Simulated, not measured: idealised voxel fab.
You're looking at the process module voxel plated lines.
The cross-section shown here is cut; it is 260 nm wide and divided into square cells measuring 5 nm on a side.
How to read a cross-section here: the picture is a grid of square cells, written as bands going from the top down, and any band can span one or more rows of cells.
Heights first: top, then bottom, in nm. Then materials, left to right, each with a width in nm. "all across" on a single material: fills the band edge to edge. "air": empty space.
Height reference: 0 = level under which incoming wafer is all one material. Lowest band: no bottom, runs on downward, e.g. "0..down".
It should be noted that a width expressed as "30 to 40" varies in equal increments from row to row of cells within the band, taking the value of the first number at the top row and that of the second number at the bottom row.
What does "no alterations made" mean for a step? It means no cell of the cross-section changed in that step.
Each empty space that has no open way to the top and spans at least 8 cells appears under "Unvented internal voids" as width x height at distance, the distance counted from the left edge, all in nm.
Read whatever lies past the settings on a step's line as the simulator's own remark about the step.
"overlay nm" answers the question of how far to the right of plan the mask lay on a step that has a mask, and when it is negative the answer is to the left.
The planned process steps are enumerated hereunder:
1. RECEIVE | material Si
2. CONFORMAL_DEP | material SiO2 | thk nm 15
3. DIRECTIONAL_DEP | material TiN | thk nm 5
4. PATTERN | tone open | mask id LINES | material resist | width nm 20 | pitch nm 45 | thk nm 25 | overlay nm 0
5. EPI | material Ru | thk nm 10
6. EPI | material Ru | thk nm 5
7. STRIP | etch materials resist
8. DIRECTIONAL_ETCH | etch materials TiN | depth nm 5
9. CONFORMAL_DEP | material SiCN | thk nm 10
Cross-section of the wafer at receipt, which is the condition after step 1:
	0..down = Si all across
	Unvented internal voids: none
Cross-section, first of two wafers, end of module, run as planned:
	45..35 = air: 85  SiCN: 40  air: 5  SiCN: 40  air: 90
	35..25 = air: 85  SiCN: 10  Ru: 20  SiCN: 10  air: 5  SiCN: 10  Ru: 20  SiCN: 10  air: 90
	25..20 = SiCN: 95  Ru: 20  SiCN: 25  Ru: 20  SiCN: 100
	20..15 = SiCN: 95  TiN: 20  SiCN: 25  TiN: 20  SiCN: 100
	15..0 = SiO2 all across
	0..down = Si all across
	Unvented internal voids: none
Cross-section at end of module for the second wafer of two, which matched the first in starting point and plan and differed by one mistake in its processing:
	30..20 = SiCN all across
	20..0 = SiO2 all across
	0..down = Si all across
	Unvented internal voids: none
Diagnosis: step 3, actual vs plan mismatch, actual run DIRECTIONAL_DEP | material SiO2 | thk nm 5
Final difference in cells, second wafer against first, listed per material as more or fewer: Ru: 24 fewer; SiCN: 32 fewer; SiO2: 52 more; TiN: 8 fewer
